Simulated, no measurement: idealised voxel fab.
Process module heading - voxel transistor to metal
Pictured: cross-section cut, 155 nm wide, on a grid of 5 nm square cells.
The cross-sections in this document take the form of a grid made of square cells. They are written out as bands, in order from top to bottom. Each band consists of one or more rows of cells. Top, bottom (nm), then materials left to right with widths (nm); lone material tagged "throughout" fills the whole band edge to edge; "empty" = empty space. Height 0 is the level under which the wafer as received is all one material. The lowest band goes on downwards, as in "0 nm and below". The two numbers in a width such as "30->40" mark its ends across the band: the first belongs to the top row of cells, the second to the bottom row, and from each row to the next the width moves by the same amount. A step reported as "nothing altered" is a step in which no cell of the cross-section changed. The label "Fully enclosed voids" introduces a list of the empty spaces, 8 cells or larger, that have no open way up to the top; each entry in it reads width x height at distance, where the distance is taken from the left edge and all three are stated in nm. It should be noted that, on the line of a given step, the content following the step's settings is a remark produced by the simulator itself with respect to that step. You can add "overlay nm" to a step's line. For a step with a mask, it describes how far the mask lay to the right of its planned position, and a negative number describes a lay to the left.
plan:
- 1: RECEIVE | material Si
- 2: CONFORMAL_DEP | material SiO2 | thk nm 5
- 3: CONFORMAL_DEP | material SiN | thk nm 15
- 4: MASKED_ETCH | tone cover | mask id ACTIVE | width nm 120 | etch materials SiN | depth nm 15 | overlay nm 0
- 5: MASKED_ETCH | tone cover | mask id ACTIVE | width nm 120 | etch materials SiO2 | depth nm 5 | overlay nm 0
- 6: MASKED_ETCH | tone cover | mask id ACTIVE | width nm 120 | etch materials Si | depth nm 20 | overlay nm 0
- 7: FILL_DEP | material SiO2 | thk nm 5
- 8: CMP | height nm 20
- 9: SELECTIVE_ETCH | etch materials SiO2 | depth nm 10
- 10: STRIP | etch materials SiN
- 11: SELECTIVE_ETCH | etch materials SiO2 | depth nm 5
- 12: OXIDIZE | depth nm 5
- 13: DIRECTIONAL_DEP | material polySi | thk nm 20
- 14: DIRECTIONAL_DEP | material SiCN | thk nm 15
- 15: PATTERN | tone cover | mask id GATE | material resist | width nm 30 | thk nm 15 | overlay nm 0
- 16: DIRECTIONAL_ETCH | etch materials SiCN | depth nm 25
- 17: DIRECTIONAL_ETCH | etch materials polySi | depth nm 30
- 18: STRIP | etch materials resist
- 19: CONFORMAL_DEP | material SiN | thk nm 5
- 20: DIRECTIONAL_ETCH | etch materials SiN | depth nm 5
- 21: DIRECTIONAL_ETCH | etch materials SiO2 | depth nm 5
- 22: DIRECTIONAL_ETCH | etch materials Si | depth nm 15
- 23: EPI | material SiGe | thk nm 15
- 24: FILL_DEP | material SiO2 | thk nm 10
- 25: CMP | height nm 20
- 26: STRIP | etch materials polySi
- 27: SELECTIVE_ETCH | etch materials SiO2 | depth nm 5
- 28: CONFORMAL_DEP | material HfO2 | thk nm 5
- 29: CONFORMAL_DEP | material TiN | thk nm 5
- 30: FILL_DEP | material W | thk nm 10
- 31: CMP | height nm 15
- 32: DIRECTIONAL_DEP | material SiO2 | thk nm 15
- 33: PATTERN | tone open | mask id CONTACT | material resist | width nm 20 | pitch nm 80 | thk nm 20 | overlay nm 0
- 34: DIRECTIONAL_ETCH | etch materials SiO2 | depth nm 35
- 35: STRIP | etch materials resist
- 36: CONFORMAL_DEP | material TiN | thk nm 5
- 37: FILL_DEP | material W | thk nm 5
- 38: CMP | height nm 30
- 39: DIRECTIONAL_DEP | material TiN | thk nm 5
- 40: DIRECTIONAL_DEP | material Ru | thk nm 25
- 41: MASKED_ETCH | tone cover | mask id METAL_1 | width nm 20 | pitch nm 80 | etch materials Ru | depth nm 25 | overlay nm 0
- 42: MASKED_ETCH | tone cover | mask id METAL_1 | width nm 20 | pitch nm 80 | etch materials TiN | depth nm 5 | overlay nm 0
- 43: FILL_DEP | material lowk | thk nm 10
- 44: CMP | height nm 60
- 45: CONFORMAL_DEP | material SiCN | thk nm 5
- 46: DIRECTIONAL_DEP | material SiO2 | thk nm 35
- 47: MASKED_ETCH | tone open | mask id METAL_2 | width nm 20 | pitch nm 80 | etch materials SiO2 | depth nm 20 | overlay nm 0
- 48: DIRECTIONAL_DEP | material aC | thk nm 10
- 49: PATTERN | tone open | mask id METAL_2_HOLES | material resist | width nm 15 | pitch nm 80 | thk nm 30 | overlay nm 0
- 50: DIRECTIONAL_ETCH | etch materials aC | depth nm 10
- 51: STRIP | etch materials resist
- 52: DIRECTIONAL_ETCH | etch materials SiO2 | depth nm 15
- 53: DIRECTIONAL_ETCH | etch materials SiCN | depth nm 5
- 54: STRIP | etch materials aC
- 55: CONFORMAL_DEP | material TiN | thk nm 5
- 56: FILL_DEP | material Cu | thk nm 10
- 57: CMP | height nm 100
- 58: CONFORMAL_DEP | material SiCN | thk nm 5
Quick note for whoever runs this: the wafers start identical, but the depth nm at step 27 isn't the same across them. The plan just shows what the first wafer had.
Cross-section of the first of several received wafers, showing its state after step 1:
- 0 nm and below: Si throughout
- Fully enclosed voids: none
Rows = wafers. At module end, each row lists per material the cells gained (+) or lost (-) since the wafer was received, then the closed voids:
depth nm 5, +20 Cu, +14 HfO2, +40 Ru, -100 Si, +56 SiCN, +66 SiGe, +8 SiN, +303 SiO2, +84 TiN, +22 W, +138 lowk, Fully enclosed voids: none
depth nm 10, +20 Cu, +37 HfO2, +40 Ru, -100 Si, +56 SiCN, +66 SiGe, +8 SiN, +306 SiO2, +68 TiN, +12 W, +138 lowk, Fully enclosed voids: none
depth nm 15, +20 Cu, +39 HfO2, +40 Ru, -100 Si, +56 SiCN, +66 SiGe, +8 SiN, +289 SiO2, +83 TiN, +12 W, +138 lowk, Fully enclosed voids: none
depth nm 20, +20 Cu, +45 HfO2, +40 Ru, -100 Si, +56 SiCN, +66 SiGe, +8 SiN, +274 SiO2, +89 TiN, +15 W, +138 lowk, Fully enclosed voids: none
